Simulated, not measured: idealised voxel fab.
process module | voxel ribs on slabs
cross-section cut | 205 nm wide | cells 5 nm
A cross-section is a grid of square cells, given in bands from the top down. A band is one or more rows of cells.
Each band's line starts with the height of the band's top and of its bottom, in nm. Then come its materials from left to right, each with its width in nm. One material with "throughout" fills the band from edge to edge. "air" is empty space.
Height 0 is the level under which the wafer as received is all one material. The lowest band goes on downwards, as in "0 down".
A width such as "30 to 40" changes by the same amount from each row of cells to the next, from the band's top row to its bottom row.
"no change" after a step means that no cell of the cross-section changed.
closed voids: empty space of 8 cells or more with no open way to the top, each as width x height at its distance from the left edge, in nm
after a step's settings: what the simulator itself notes on the step
overlay nm, on a step with a mask: how far to the right of its planned place the mask lay; to the left if negative
plan
1 op RECEIVE | material Si
2 op DIRECTIONAL_DEP | material SiO2 | thk nm 30
3 op DIRECTIONAL_DEP | material polySi | thk nm 15
4 op PATTERN | tone cover | mask id RIB | material resist | width nm 30 | thk nm 20 | overlay nm 0
5 op DIRECTIONAL_ETCH | etch materials polySi | depth nm 5
6 op STRIP | etch materials resist
7 op PATTERN | tone cover | mask id SLAB | material resist | width nm 80 | thk nm 20 | overlay nm 0
8 op DIRECTIONAL_ETCH | etch materials polySi | depth nm 10
9 op STRIP | etch materials resist
10 op FILL_DEP | material SiO2 | thk nm 20
11 op CMP | height nm 60
12 op DIRECTIONAL_DEP | material TiN | thk nm 10
13 op DIRECTIONAL_DEP | material aC | thk nm 15
14 op PATTERN | tone cover | mask id HEATER | material resist | width nm 40 | thk nm 35 | overlay nm 0
15 op DIRECTIONAL_ETCH | etch materials aC | depth nm 15
16 op STRIP | etch materials resist
17 op DIRECTIONAL_ETCH | etch materials TiN | depth nm 10
18 op STRIP | etch materials aC
19 op CONFORMAL_DEP | material SiN | thk nm 5
first wafer, as planned
as received, after step 1
  0 down: Si throughout
  closed voids: none
after step 2
  30 to 0: SiO2 throughout
  below 0: unchanged
after step 3
  45 to 30: polySi throughout
  below 30: unchanged
after step 4
  65 to 45: air 85 | resist 30 | air 90
  below 45: unchanged
after step 5
  65 to 45: air 85 | resist 30 | air 90
  45 to 40: air 85 | polySi 30 | air 90
  below 40: unchanged
after step 6
  45 to 40: air 85 | polySi 30 | air 90
  below 40: unchanged
after step 7
  65 to 45: air 60 | resist 80 | air 65
  45 to 40: air 60 | resist 25 | polySi 30 | resist 25 | air 65
  below 40: unchanged
after step 8
  65 to 45: air 60 | resist 80 | air 65
  45 to 40: air 60 | resist 25 | polySi 30 | resist 25 | air 65
  40 to 30: air 60 | polySi 80 | air 65
  below 30: unchanged
after step 9
  45 to 40: air 85 | polySi 30 | air 90
  below 40: unchanged
after step 10
  65 to 45: SiO2 throughout
  45 to 40: SiO2 85 | polySi 30 | SiO2 90
  40 to 30: SiO2 60 | polySi 80 | SiO2 65
  below 30: unchanged
after step 11
  60 to 45: SiO2 throughout
  below 45: unchanged
after step 12
  70 to 60: TiN throughout
  below 60: unchanged
after step 13
  85 to 70: aC throughout
  below 70: unchanged
after step 14
  120 to 85: air 80 | resist 40 | air 85
  below 85: unchanged
after step 15
  105 to 85: air 80 | resist 40 | air 85
  85 to 70: air 80 | aC 40 | air 85
  below 70: unchanged
after step 16
  85 to 70: air 80 | aC 40 | air 85
  below 70: unchanged
after step 17
  85 to 70: air 80 | aC 40 | air 85
  70 to 60: air 80 | TiN 40 | air 85
  below 60: unchanged
after step 18
  70 to 60: air 80 | TiN 40 | air 85
  below 60: unchanged
after step 19
  75 to 70: air 75 | SiN 50 | air 80
  70 to 65: air 75 | SiN 5 | TiN 40 | SiN 5 | air 80
  65 to 60: SiN 80 | TiN 40 | SiN 85
  below 60: unchanged
second wafer: like start, like plan, one mistake. Through step 1 it matches the first wafer
when step 2 should have ended
  15 to 0: polySi throughout
  below 0: unchanged
when step 3 should have ended
  45 to 15: SiO2 throughout
  below 15: unchanged
when step 4 should have ended
  65 to 45: air 85 | resist 30 | air 90
  below 45: unchanged
when step 5 should have ended: no change
when step 6 should have ended
  45 to 15: SiO2 throughout
  below 15: unchanged
when step 7 should have ended
  65 to 45: air 60 | resist 80 | air 65
  below 45: unchanged
when step 8 should have ended: no change
when step 9 should have ended
  45 to 15: SiO2 throughout
  below 15: unchanged
when step 10 should have ended
  65 to 15: SiO2 throughout
  below 15: unchanged
when step 11 should have ended
  60 to 15: SiO2 throughout
  below 15: unchanged
when step 12 should have ended
  70 to 60: TiN throughout
  below 60: unchanged
when step 13 should have ended
  85 to 70: aC throughout
  below 70: unchanged
when step 14 should have ended
  120 to 85: air 80 | resist 40 | air 85
  below 85: unchanged
when step 15 should have ended
  105 to 85: air 80 | resist 40 | air 85
  85 to 70: air 80 | aC 40 | air 85
  below 70: unchanged
when step 16 should have ended
  85 to 70: air 80 | aC 40 | air 85
  below 70: unchanged
when step 17 should have ended
  85 to 70: air 80 | aC 40 | air 85
  70 to 60: air 80 | TiN 40 | air 85
  below 60: unchanged
when step 18 should have ended
  70 to 60: air 80 | TiN 40 | air 85
  below 60: unchanged
when step 19 should have ended
  75 to 70: air 75 | SiN 50 | air 80
  70 to 65: air 75 | SiN 5 | TiN 40 | SiN 5 | air 80
  65 to 60: SiN 80 | TiN 40 | SiN 85
  below 60: unchanged
what went wrong: steps 2 and 3 were swapped
at the end the second wafer has, in cells: 85 fewer of SiO2 | 85 more of polySi
